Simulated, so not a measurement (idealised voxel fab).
Title: Process Module voxel quadruple lines
265 nm wide, 5 nm square cells: that's cross-section cut.
Bands, listed from the top down, are how a cross-section gets written in this document; the cross-section itself is a grid of square cells, and a band is one or more rows of them. The band entry comprises the height of the band's top followed by the height of its bottom, expressed in nm, and subsequently the band's materials from left to right, each stated together with its width in nm. Where a single material is marked with the word "all across", that material fills the band from edge to edge. The word "empty" represents empty space. Convention: height 0 is the level below which the wafer, as received, is all one material. The lowest band does not terminate at the bottom but continues downward, represented as "0..down". Per-row width for "30..40": begins at first number (top row of band), ends at second number (bottom row), increment between rows held constant. "left unchanged" -> step changed no cross-section cell. Closed empty spaces (no open way to the top) of 8 cells or more are what "Trapped void list" lists, each as width x height at distance from the left edge, nm for all three. Post-settings text on a step line: simulator's own remark regarding the step. Each step line may optionally specify "overlay nm", which for a step with a mask gives the rightward distance between the mask's planned place and where it lay, a negative value indicating the leftward direction.

## Here's what the planned process steps look like
| 1 | op RECEIVE | material Si |
| 2 | op CONFORMAL_DEP | material SiO2 | thk nm 5 |
| 3 | op DIRECTIONAL_DEP | material TiN | thk nm 10 |
| 4 | op DIRECTIONAL_DEP | material polySi | thk nm 15 |
| 5 | op DIRECTIONAL_DEP | material aC | thk nm 25 |
| 6 | op PATTERN | tone cover | mask id MANDREL | material resist | width nm 25 | pitch nm 80 | thk nm 30 | overlay nm 0 |
| 7 | op DIRECTIONAL_ETCH | etch materials aC | depth nm 25 |
| 8 | op STRIP | etch materials resist |
| 9 | op CONFORMAL_DEP | material SiO2 | thk nm 15 |
| 10 | op DIRECTIONAL_ETCH | etch materials SiO2 | depth nm 15 |
| 11 | op STRIP | etch materials aC |
| 12 | op DIRECTIONAL_ETCH | etch materials polySi | depth nm 15 |
| 13 | op STRIP | etch materials SiO2 |
| 14 | op CONFORMAL_DEP | material SiCN | thk nm 5 |
| 15 | op DIRECTIONAL_ETCH | etch materials SiCN | depth nm 5 |
| 16 | op STRIP | etch materials polySi |
| 17 | op DIRECTIONAL_ETCH | etch materials TiN | depth nm 10 |
| 18 | op STRIP | etch materials SiCN |
Variable across wafers: step 2 thk nm (plan value is that of the first wafer; starting state common to all).

## Cross-section, first of several wafers, as delivered after step 1
- 0..down  Si all across
- Trapped void list: none

## Table: wafers, a row each; end-of-module cell change per material since receipt, gain (+), loss (-); then closed voids
thk nm 5 | +53 SiO2 | +16 TiN | Trapped void list: none
thk nm 10 | +106 SiO2 | +16 TiN | Trapped void list: none
thk nm 15 | +159 SiO2 | +16 TiN | Trapped void list: none
thk nm 20 | +212 SiO2 | +16 TiN | Trapped void list: none
